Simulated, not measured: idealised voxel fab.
The document below concerns the process module designated voxel transistor to metal.
This is section cut - it's 195 nm across, gridded in 5 nm square cells.
Reading order for cross-sections: top band down to bottom band. Underlying form: a grid of square cells. Band size: one or more rows of cells. Band: top and bottom heights (nm) first, top before bottom; then materials from left to right, widths in nm. "full width" marks a sole material filling the band edge to edge. "blank" denotes empty space. Heights are reckoned from 0. Under this level, the received wafer is all of one material. The bottommost band is open-ended downward, for example "z 0 and below". A width such as "30->40" changes by the same amount from each row of cells to the next, from the band's top row to its bottom row. "left unchanged", as given for a step, is the statement that not any cell of the cross-section underwent a change during that step. The entry "Enclosed internal cavities" lists the empty spaces that cover at least 8 cells and have no open path to the top. Each is written as width x height at distance, where the distance is measured from the left edge and all three values are in nm. after a step's settings: what the simulator itself notes on the step. The setting "overlay nm" may be written on the line of a step. When the step uses a mask, the value reports how far to the right of the planned place the mask lay, and a negative value reports that it lay to the left.
The following list gives the planned process steps:
step 1: RECEIVE, material Si
step 2: CONFORMAL_DEP, material SiO2, thk nm 5
step 3: CONFORMAL_DEP, material SiN, thk nm 10
step 4: DIRECTIONAL_DEP, material aC, thk nm 10
step 5: PATTERN, tone cover, mask id ACTIVE, material resist, width nm 115, thk nm 25, overlay nm 0
step 6: DIRECTIONAL_ETCH, etch materials aC, depth nm 10
step 7: STRIP, etch materials resist
step 8: DIRECTIONAL_ETCH, etch materials SiN, depth nm 10
step 9: DIRECTIONAL_ETCH, etch materials SiO2, depth nm 5
step 10: DIRECTIONAL_ETCH, etch materials Si, depth nm 25
step 11: STRIP, etch materials aC
step 12: FILL_DEP, material SiO2, thk nm 5
step 13: CMP, height nm 15
step 14: SELECTIVE_ETCH, etch materials SiO2, depth nm 10
step 15: STRIP, etch materials SiN
step 16: SELECTIVE_ETCH, etch materials SiO2, depth nm 5
step 17: OXIDIZE, depth nm 5
step 18: DIRECTIONAL_DEP, material polySi, thk nm 25
step 19: DIRECTIONAL_DEP, material SiCN, thk nm 15
step 20: MASKED_ETCH, tone cover, mask id GATE, width nm 25, etch materials SiCN, depth nm 25, overlay nm 0
step 21: MASKED_ETCH, tone cover, mask id GATE, width nm 25, etch materials polySi, depth nm 35, overlay nm 0
step 22: CONFORMAL_DEP, material SiO2, thk nm 5
step 23: DIRECTIONAL_ETCH, etch materials SiO2, depth nm 5
step 24: CONFORMAL_DEP, material SiN, thk nm 10
step 25: DIRECTIONAL_ETCH, etch materials SiN, depth nm 10
step 26: DIRECTIONAL_ETCH, etch materials SiO2, depth nm 5
step 27: DIRECTIONAL_ETCH, etch materials Si, depth nm 5
step 28: EPI, material SiGe, thk nm 10
step 29: FILL_DEP, material SiO2, thk nm 5
step 30: CMP, height nm 25
step 31: STRIP, etch materials polySi
step 32: SELECTIVE_ETCH, etch materials SiO2, depth nm 5
step 33: CONFORMAL_DEP, material HfO2, thk nm 5
step 34: CONFORMAL_DEP, material TiN, thk nm 5
step 35: FILL_DEP, material W, thk nm 5
step 36: CMP, height nm 20
step 37: DIRECTIONAL_DEP, material SiO2, thk nm 10
step 38: MASKED_ETCH, tone open, mask id CONTACT, width nm 20, pitch nm 75, etch materials SiO2, depth nm 30, overlay nm 0
step 39: CONFORMAL_DEP, material TiN, thk nm 5
step 40: FILL_DEP, material W, thk nm 5
step 41: CMP, height nm 30
step 42: CONFORMAL_DEP, material SiCN, thk nm 5
step 43: DIRECTIONAL_DEP, material SiO2, thk nm 15
step 44: DIRECTIONAL_DEP, material aC, thk nm 15
step 45: PATTERN, tone open, mask id METAL_1, material resist, width nm 20, pitch nm 75, thk nm 30, overlay nm 0
step 46: DIRECTIONAL_ETCH, etch materials aC, depth nm 15
step 47: STRIP, etch materials resist
step 48: DIRECTIONAL_ETCH, etch materials SiO2, depth nm 15
step 49: DIRECTIONAL_ETCH, etch materials SiCN, depth nm 5
step 50: STRIP, etch materials aC
step 51: CONFORMAL_DEP, material TiN, thk nm 5
step 52: FILL_DEP, material Ru, thk nm 5
step 53: CMP, height nm 50
step 54: CONFORMAL_DEP, material SiN, thk nm 5
Wafer as received: cross-section following step 1:
* z 0 and below: Si full width
* Enclosed internal cavities: none
End-of-module cross-section of the first of two wafers, processed as planned:
* z 55 to 50: SiN full width
* z 50 to 35: 50 nm SiO2; 5 nm TiN; 10 nm Ru; 5 nm TiN; 55 nm SiO2; 5 nm TiN; 10 nm Ru; 5 nm TiN; 50 nm SiO2
* z 35 to 30: 50 nm SiCN; 20 nm TiN; 55 nm SiCN; 20 nm TiN; 50 nm SiCN
* z 30 to 20: 50 nm SiO2; 5 nm TiN; 10 nm W; 5 nm TiN; 55 nm SiO2; 5 nm TiN; 10 nm W; 5 nm TiN; 50 nm SiO2
* z 20 to 10: 50 nm SiO2; 5 nm TiN; 10 nm W; 5 nm TiN; 10 nm SiN; 5 nm HfO2; 5 nm TiN; 15 nm W; 5 nm TiN; 5 nm HfO2; 10 nm SiN; 5 nm TiN; 10 nm W; 5 nm TiN; 50 nm SiO2
* z 10 to 5: 50 nm SiO2; 20 nm TiN; 10 nm SiN; 5 nm HfO2; 5 nm TiN; 15 nm W; 5 nm TiN; 5 nm HfO2; 10 nm SiN; 20 nm TiN; 50 nm SiO2
* z 5 to 0: 50 nm SiO2; 10 nm TiN; 10 nm SiGe; 10 nm SiN; 5 nm HfO2; 25 nm TiN; 5 nm HfO2; 10 nm SiN; 10 nm SiGe; 10 nm TiN; 50 nm SiO2
* z 0 to -5: 35 nm SiO2; 35 nm SiGe; 10 nm SiO2; 35 nm HfO2; 10 nm SiO2; 35 nm SiGe; 35 nm SiO2
* z -5 to -10: 40 nm SiO2; 30 nm SiGe; 55 nm Si; 30 nm SiGe; 40 nm SiO2
* z -10 to -25: 40 nm SiO2; 115 nm Si; 40 nm SiO2
* z -25 and below: Si full width
* Enclosed internal cavities: none
Second wafer at the end: like start, like plan, one mistake:
* z 55 to 50: SiN full width
* z 50 to 35: 50 nm SiO2; 5 nm TiN; 10 nm Ru; 5 nm TiN; 55 nm SiO2; 5 nm TiN; 10 nm Ru; 5 nm TiN; 50 nm SiO2
* z 35 to 30: 50 nm SiCN; 20 nm TiN; 55 nm SiCN; 20 nm TiN; 50 nm SiCN
* z 30 to 25: W full width
* z 25 to 20: 55 nm TiN; 10 nm W; 65 nm TiN; 10 nm W; 55 nm TiN
* z 20 to 10: 50 nm SiO2; 5 nm TiN; 10 nm W; 5 nm TiN; 55 nm SiO2; 5 nm TiN; 10 nm W; 5 nm TiN; 50 nm SiO2
* z 10 to 5: 50 nm SiO2; 20 nm TiN; 10 nm SiN; 5 nm HfO2; 5 nm TiN; 15 nm W; 5 nm TiN; 5 nm HfO2; 10 nm SiN; 20 nm TiN; 50 nm SiO2
* z 5 to 0: 50 nm SiO2; 10 nm TiN; 10 nm SiGe; 10 nm SiN; 5 nm HfO2; 25 nm TiN; 5 nm HfO2; 10 nm SiN; 10 nm SiGe; 10 nm TiN; 50 nm SiO2
* z 0 to -5: 35 nm SiO2; 35 nm SiGe; 10 nm SiO2; 35 nm HfO2; 10 nm SiO2; 35 nm SiGe; 35 nm SiO2
* z -5 to -10: 40 nm SiO2; 30 nm SiGe; 55 nm Si; 30 nm SiGe; 40 nm SiO2
* z -10 to -25: 40 nm SiO2; 115 nm Si; 40 nm SiO2
* z -25 and below: Si full width
* Enclosed internal cavities: none
Finding, execution versus plan: heads up, step 36 didn't go per plan, it actually ran as CMP, height nm 10
at the end the second wafer has, in cells: -4 HfO2; -8 SiN; -40 SiO2; +23 TiN; +29 W
